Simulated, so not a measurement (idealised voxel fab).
process module | voxel lift off
cross-section cut | 155 nm wide | cells 5 nm
A cross-section is a grid of square cells, given in bands from the top down. A band is one or more rows of cells.
Each band's line starts with the height of the band's top and of its bottom, in nm. Then come its materials from left to right, each with its width in nm. One material with "throughout" fills the band from edge to edge. "air" is empty space.
Height 0 is the level under which the wafer as received is all one material. The lowest band goes on downwards, as in "0 down".
A width such as "30 to 40" changes by the same amount from each row of cells to the next, from the band's top row to its bottom row.
"no change" after a step means that no cell of the cross-section changed.
closed voids: empty space of 8 cells or more with no open way to the top, each as width x height at its distance from the left edge, in nm
after a step's settings: what the simulator itself notes on the step
overlay nm, on a step with a mask: how far to the right of its planned place the mask lay; to the left if negative
plan
1 op RECEIVE | material Si
2 op CONFORMAL_DEP | material Al2O3 | thk nm 5
3 op PATTERN | tone open | mask id LINES | material resist | width nm 15 | pitch nm 30 | thk nm 25 | overlay nm 0
4 op DIRECTIONAL_DEP | material Ru | thk nm 15
5 op STRIP | etch materials resist
6 op CONFORMAL_DEP | material SiO2 | thk nm 5
first wafer, as planned
as received, after step 1
  0 down: Si throughout
  closed voids: none
after step 2
  5 to 0: Al2O3 throughout
  below 0: unchanged
after step 3
  30 to 5: resist 25 | air 15 | resist 15 | air 15 | resist 15 | air 15 | resist 15 | air 15 | resist 25
  below 5: unchanged
after step 4
  45 to 30: Ru 25 | air 15 | Ru 15 | air 15 | Ru 15 | air 15 | Ru 15 | air 15 | Ru 25
  30 to 20: resist 25 | air 15 | resist 15 | air 15 | resist 15 | air 15 | resist 15 | air 15 | resist 25
  20 to 5: resist 25 | Ru 15 | resist 15 | Ru 15 | resist 15 | Ru 15 | resist 15 | Ru 15 | resist 25
  below 5: unchanged
after step 5
  20 to 5: air 25 | Ru 15 | air 15 | Ru 15 | air 15 | Ru 15 | air 15 | Ru 15 | air 25
  below 5: unchanged
after step 6
  25 to 20: air 20 | SiO2 25 | air 5 | SiO2 25 | air 5 | SiO2 25 | air 5 | SiO2 25 | air 20
  20 to 10: air 20 | SiO2 5 | Ru 15 | SiO2 5 | air 5 | SiO2 5 | Ru 15 | SiO2 5 | air 5 | SiO2 5 | Ru 15 | SiO2 5 | air 5 | SiO2 5 | Ru 15 | SiO2 5 | air 20
  10 to 5: SiO2 25 | Ru 15 | SiO2 15 | Ru 15 | SiO2 15 | Ru 15 | SiO2 15 | Ru 15 | SiO2 25
  below 5: unchanged
second wafer: like start, like plan, one mistake. Through step 1 it matches the first wafer
when step 2 should have ended
  15 to 0: Al2O3 throughout
  below 0: unchanged
when step 3 should have ended
  40 to 15: resist 25 | air 15 | resist 15 | air 15 | resist 15 | air 15 | resist 15 | air 15 | resist 25
  below 15: unchanged
when step 4 should have ended
  55 to 40: Ru 25 | air 15 | Ru 15 | air 15 | Ru 15 | air 15 | Ru 15 | air 15 | Ru 25
  40 to 30: resist 25 | air 15 | resist 15 | air 15 | resist 15 | air 15 | resist 15 | air 15 | resist 25
  30 to 15: resist 25 | Ru 15 | resist 15 | Ru 15 | resist 15 | Ru 15 | resist 15 | Ru 15 | resist 25
  below 15: unchanged
when step 5 should have ended
  30 to 15: air 25 | Ru 15 | air 15 | Ru 15 | air 15 | Ru 15 | air 15 | Ru 15 | air 25
  below 15: unchanged
when step 6 should have ended
  35 to 30: air 20 | SiO2 25 | air 5 | SiO2 25 | air 5 | SiO2 25 | air 5 | SiO2 25 | air 20
  30 to 20: air 20 | SiO2 5 | Ru 15 | SiO2 5 | air 5 | SiO2 5 | Ru 15 | SiO2 5 | air 5 | SiO2 5 | Ru 15 | SiO2 5 | air 5 | SiO2 5 | Ru 15 | SiO2 5 | air 20
  20 to 15: SiO2 25 | Ru 15 | SiO2 15 | Ru 15 | SiO2 15 | Ru 15 | SiO2 15 | Ru 15 | SiO2 25
  below 15: unchanged
what went wrong: step 2 ran as: op CONFORMAL_DEP | material Al2O3 | thk nm 15
at the end the second wafer has, in cells: 62 more of Al2O3
